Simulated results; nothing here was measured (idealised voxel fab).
Presented below is a process module, voxel wiring stack.
Section cut is 195 nm wide and gridded with 5 nm square cells.
Cross-section format: a grid of square cells, given as bands from top to bottom; each band is one or more rows of cells.
Within each band entry, the heights of the top and of the bottom of the band appear first, in that order and in nm; the materials of the band then follow from left to right, each with its corresponding width in nm. The designation "full width" on a single material indicates that it fills the band from edge to edge; the designation "empty" indicates empty space.
All heights in this document are referenced to 0, defined as the level beneath which the wafer, as received, consists entirely of one material. The lowest band is not bounded below; it extends indefinitely downward and is written in the form "0 down".
Width spec "30->40" -> top row of cells at first value, bottom row at second value, equal per-row change in between.
It should be understood that the words "nothing altered", when stated for a given step, signify that the cross-section underwent no change in any of its cells during that step.
Look at "Completely sealed voids" for the closed voids: empty spaces with no open path to the top, sized 8 cells or up. Each is width x height at distance, distance from the left edge, all nm.
The remark found on a step's line after its settings is issued by the simulator itself and pertains to that step.
A step line may carry the setting "overlay nm", which, for steps involving a mask, states the distance by which the mask lay to the right of its intended position; negative values denote displacement to the left.

[Process steps (planned)]
1,RECEIVE | material Si
2,CONFORMAL_DEP | material SiO2 | thk nm 15
3,DIRECTIONAL_DEP | material TiN | thk nm 5
4,DIRECTIONAL_DEP | material W | thk nm 20
5,MASKED_ETCH | tone cover | mask id METAL_1 | width nm 25 | pitch nm 55 | etch materials W | depth nm 20 | overlay nm 0
6,MASKED_ETCH | tone cover | mask id METAL_1 | width nm 25 | pitch nm 55 | etch materials TiN | depth nm 5 | overlay nm 0
7,CONFORMAL_DEP | material SiN | thk nm 5
8,FILL_DEP | material lowk | thk nm 5
9,CMP | height nm 40
10,CONFORMAL_DEP | material SiCN | thk nm 5
11,DIRECTIONAL_DEP | material SiO2 | thk nm 15
12,DIRECTIONAL_DEP | material aC | thk nm 10
13,PATTERN | tone open | mask id PLUG_1 | material resist | width nm 15 | thk nm 25 | overlay nm 0
14,DIRECTIONAL_ETCH | etch materials aC | depth nm 10
15,STRIP | etch materials resist
16,DIRECTIONAL_ETCH | etch materials SiO2 | depth nm 15
17,DIRECTIONAL_ETCH | etch materials SiCN | depth nm 5
18,STRIP | etch materials aC
19,EPI | material Ru | thk nm 10
20,EPI | material Ru | thk nm 10
21,CONFORMAL_DEP | material SiN | thk nm 5
22,DIRECTIONAL_DEP | material SiO2 | thk nm 25
23,PATTERN | tone open | mask id METAL_2 | material resist | width nm 25 | pitch nm 55 | thk nm 15 | overlay nm 0
24,DIRECTIONAL_ETCH | etch materials SiO2 | depth nm 25
25,DIRECTIONAL_ETCH | etch materials SiN | depth nm 5
26,STRIP | etch materials resist
27,CONFORMAL_DEP | material TiN | thk nm 5
28,FILL_DEP | material W | thk nm 10
29,CMP | height nm 90
30,CONFORMAL_DEP | material SiN | thk nm 5
Quick note for whoever runs this: the wafers start identical, but the width nm at step 13 isn't the same across them. The plan just shows what the first wafer had.

[First of several wafers (as received, post step 1), cross-sectional view]
> 0 down: Si full width
> Completely sealed voids: none

[wafer rows; end of module; cells per material since receipt: (+) gained, (-) lost; then closed voids]
width nm 15 | +12 Ru | +36 SiCN | +113 SiN | +370 SiO2 | +40 TiN | +70 W | +100 lowk | Completely sealed voids: none
width nm 20 | +16 Ru | +35 SiCN | +113 SiN | +367 SiO2 | +40 TiN | +70 W | +100 lowk | Completely sealed voids: none
width nm 25 | +20 Ru | +34 SiCN | +113 SiN | +364 SiO2 | +40 TiN | +70 W | +100 lowk | Completely sealed voids: none
width nm 30 | +24 Ru | +33 SiCN | +113 SiN | +361 SiO2 | +40 TiN | +70 W | +100 lowk | Completely sealed voids: none
